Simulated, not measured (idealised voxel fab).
process module | voxel lift off
cross-section cut | 195 nm wide | cells 5 nm
A cross-section is a grid of square cells, given in bands from the top down. A band is one or more rows of cells.
Each band's line starts with the height of the band's top and of its bottom, in nm. Then come its materials from left to right, each with its width in nm. One material with "throughout" fills the band from edge to edge. "air" is empty space.
Height 0 is the level under which the wafer as received is all one material. The lowest band goes on downwards, as in "0 down".
A width such as "30 to 40" changes by the same amount from each row of cells to the next, from the band's top row to its bottom row.
"no change" after a step means that no cell of the cross-section changed.
closed voids: empty space of 8 cells or more with no open way to the top, each as width x height at its distance from the left edge, in nm
after a step's settings: what the simulator itself notes on the step
overlay nm, on a step with a mask: how far to the right of its planned place the mask lay; to the left if negative
plan
1 op RECEIVE | material Si
2 op CONFORMAL_DEP | material SiO2 | thk nm 5
3 op PATTERN | tone open | mask id LINES | material resist | width nm 30 | pitch nm 55 | thk nm 15 | overlay nm 0
4 op DIRECTIONAL_DEP | material Ru | thk nm 5
5 op STRIP | etch materials resist
6 op CONFORMAL_DEP | material SiO2 | thk nm 10
as received, after step 1
  0 down: Si throughout
  closed voids: none
a wafer at the end: this start, this plan, one mistake
  20 to 15: air 45 | SiO2 50 | air 5 | SiO2 50 | air 45
  15 to 10: SiO2 throughout
  10 to 5: SiO2 55 | Ru 30 | SiO2 25 | Ru 30 | SiO2 55
  5 to 0: Ru throughout
  0 down: Si throughout
  closed voids: none
what went wrong: step 2 ran as: op CONFORMAL_DEP | material Ru | thk nm 5
